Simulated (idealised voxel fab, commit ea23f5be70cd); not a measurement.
process module | voxel transistor to metal
cross-section cut | 260 nm wide | cells 5 nm
A cross-section is a grid of square cells, given in bands from the top down. A band is one or more rows of cells.
Each band's line starts with the height of the band's top and of its bottom, in nm. Then come its materials from left to right, each with its width in nm. One material with "throughout" fills the band from edge to edge. "air" is empty space.
Height 0 is the level under which the wafer as received is all one material. The lowest band goes on downwards, as in "0 down".
A width such as "30 to 40" changes by the same amount from each row of cells to the next, from the band's top row to its bottom row.
"no change" after a step means that no cell of the cross-section changed.
closed voids: empty space of 8 cells or more with no open way to the top, each as width x height at its distance from the left edge, in nm
after a step's settings: what the simulator itself notes on the step
overlay nm, on a step with a mask: how far to the right of its planned place the mask lay; to the left if negative
plan
1 op RECEIVE | material Si
2 op OXIDIZE | depth nm 5
3 op CONFORMAL_DEP | material SiN | thk nm 10
4 op PATTERN | tone cover | mask id ACTIVE | material resist | width nm 105 | pitch nm 125 | thk nm 15 | overlay nm 0
5 op DIRECTIONAL_ETCH | etch materials SiN | depth nm 10
6 op DIRECTIONAL_ETCH | etch materials SiO2 | depth nm 5
7 op DIRECTIONAL_ETCH | etch materials Si | depth nm 30
8 op STRIP | etch materials resist
9 op OXIDIZE | depth nm 5
10 op FILL_DEP | material SiO2 | thk nm 15
11 op CMP | height nm 10
12 op SELECTIVE_ETCH | etch materials SiO2 | depth nm 5
13 op STRIP | etch materials SiN
14 op SELECTIVE_ETCH | etch materials SiO2 | depth nm 5
15 op OXIDIZE | depth nm 5
16 op DIRECTIONAL_DEP | material polySi | thk nm 30
17 op DIRECTIONAL_DEP | material SiCN | thk nm 10
18 op MASKED_ETCH | tone cover | mask id GATE | width nm 15 | pitch nm 125 | etch materials SiCN | depth nm 20 | overlay nm 0
19 op MASKED_ETCH | tone cover | mask id GATE | width nm 15 | pitch nm 125 | etch materials polySi | depth nm 40 | overlay nm 0
20 op CONFORMAL_DEP | material SiO2 | thk nm 5
21 op DIRECTIONAL_ETCH | etch materials SiO2 | depth nm 5
22 op CONFORMAL_DEP | material SiN | thk nm 10
23 op DIRECTIONAL_ETCH | etch materials SiN | depth nm 10
24 op DIRECTIONAL_ETCH | etch materials SiO2 | depth nm 5
25 op EPI | material SiGe | thk nm 5
26 op FILL_DEP | material SiO2 | thk nm 10
27 op CMP | height nm 35
28 op DIRECTIONAL_DEP | material SiO2 | thk nm 15
29 op PATTERN | tone open | mask id CONTACT | material resist | width nm 20 | thk nm 15 | overlay nm 0
30 op DIRECTIONAL_ETCH | etch materials SiO2 | depth nm 55
31 op STRIP | etch materials resist
32 op CONFORMAL_DEP | material TiN | thk nm 5
33 op FILL_DEP | material Ru | thk nm 5
34 op CMP | height nm 50
35 op CONFORMAL_DEP | material SiCN | thk nm 5
36 op DIRECTIONAL_DEP | material lowk | thk nm 15
37 op MASKED_ETCH | tone open | mask id METAL_1 | width nm 20 | etch materials lowk | depth nm 15 | overlay nm 0
38 op MASKED_ETCH | tone open | mask id METAL_1 | width nm 20 | etch materials SiCN | depth nm 5 | overlay nm 0
39 op CONFORMAL_DEP | material TiN | thk nm 5
40 op FILL_DEP | material W | thk nm 10
41 op CMP | height nm 70
42 op CONFORMAL_DEP | material SiCN | thk nm 5
43 op DIRECTIONAL_DEP | material SiO2 | thk nm 35
44 op DIRECTIONAL_DEP | material aC | thk nm 10
45 op PATTERN | tone open | mask id METAL_2_HOLES | material resist | width nm 15 | pitch nm 125 | thk nm 30 | overlay nm 0
46 op DIRECTIONAL_ETCH | etch materials aC | depth nm 10
47 op STRIP | etch materials resist
48 op DIRECTIONAL_ETCH | etch materials SiO2 | depth nm 35
49 op STRIP | etch materials aC
50 op PATTERN | tone open | mask id METAL_2 | material resist | width nm 20 | pitch nm 125 | thk nm 20 | overlay nm 0
51 op DIRECTIONAL_ETCH | etch materials SiO2 | depth nm 20
52 op DIRECTIONAL_ETCH | etch materials SiCN | depth nm 5
53 op STRIP | etch materials resist
54 op CONFORMAL_DEP | material TiN | thk nm 5
55 op FILL_DEP | material Cu | thk nm 5
56 op CMP | height nm 110
57 op CONFORMAL_DEP | material SiN | thk nm 5
as received, after step 1
  0 down: Si throughout
  closed voids: none
a wafer at the end: this start, this plan, one mistake
  115 to 110: SiN throughout
  110 to 95: SiO2 25 | TiN 5 | Cu 10 | TiN 5 | SiO2 105 | TiN 5 | Cu 10 | TiN 5 | SiO2 90
  95 to 90: SiO2 25 | TiN 5 | Cu 5 | TiN 10 | SiO2 105 | TiN 5 | Cu 5 | TiN 10 | SiO2 90
  90 to 75: SiO2 25 | TiN 5 | Cu 5 | TiN 5 | SiO2 110 | TiN 5 | Cu 5 | TiN 5 | SiO2 95
  75 to 70: SiCN 25 | TiN 15 | SiCN 110 | TiN 15 | SiCN 95
  70 to 60: lowk 25 | TiN 5 | W 10 | TiN 5 | lowk 45 | TiN 5 | W 10 | TiN 5 | lowk 40 | TiN 5 | W 10 | TiN 5 | lowk 45 | TiN 5 | W 10 | TiN 5 | lowk 25
  60 to 55: SiCN 25 | TiN 20 | SiCN 45 | TiN 20 | SiCN 40 | TiN 20 | SiCN 45 | TiN 20 | SiCN 25
  55 to 50: TiN 30 | Ru 10 | TiN 55 | Ru 10 | TiN 50 | Ru 10 | TiN 55 | Ru 10 | TiN 30
  50 to 35: SiO2 25 | TiN 5 | Ru 10 | TiN 5 | SiO2 45 | TiN 5 | Ru 10 | TiN 5 | SiO2 40 | TiN 5 | Ru 10 | TiN 5 | SiO2 45 | TiN 5 | Ru 10 | TiN 5 | SiO2 25
  35 to 25: SiO2 25 | TiN 5 | Ru 10 | TiN 5 | SiN 10 | SiO2 5 | SiCN 15 | SiO2 5 | SiN 10 | TiN 5 | Ru 10 | TiN 5 | SiO2 40 | TiN 5 | Ru 10 | TiN 5 | SiN 10 | SiO2 5 | SiCN 15 | SiO2 5 | SiN 10 | TiN 5 | Ru 10 | TiN 5 | SiO2 25
  25 to 0: SiO2 25 | TiN 5 | Ru 10 | TiN 5 | SiN 10 | SiO2 5 | polySi 15 | SiO2 5 | SiN 10 | TiN 5 | Ru 10 | TiN 5 | SiO2 40 | TiN 5 | Ru 10 | TiN 5 | SiN 10 | SiO2 5 | polySi 15 | SiO2 5 | SiN 10 | TiN 5 | Ru 10 | TiN 5 | SiO2 25
  0 to -5: SiO2 15 | SiN 10 | TiN 20 | SiN 10 | SiO2 5 | polySi 15 | SiO2 5 | SiN 10 | TiN 20 | SiN 10 | SiO2 20 | SiN 10 | TiN 20 | SiN 10 | SiO2 5 | polySi 15 | SiO2 5 | SiN 10 | TiN 20 | SiN 10 | SiO2 15
  -5 to -10: SiO2 25 | SiGe 20 | SiO2 45 | SiGe 20 | SiO2 40 | SiGe 20 | SiO2 45 | SiGe 20 | SiO2 25
  -10 to -40: SiO2 20 | Si 95 | SiO2 30 | Si 95 | SiO2 20
  -40 down: Si throughout
  closed voids: none
what went wrong: step 34 ran as: op CMP | height nm 55
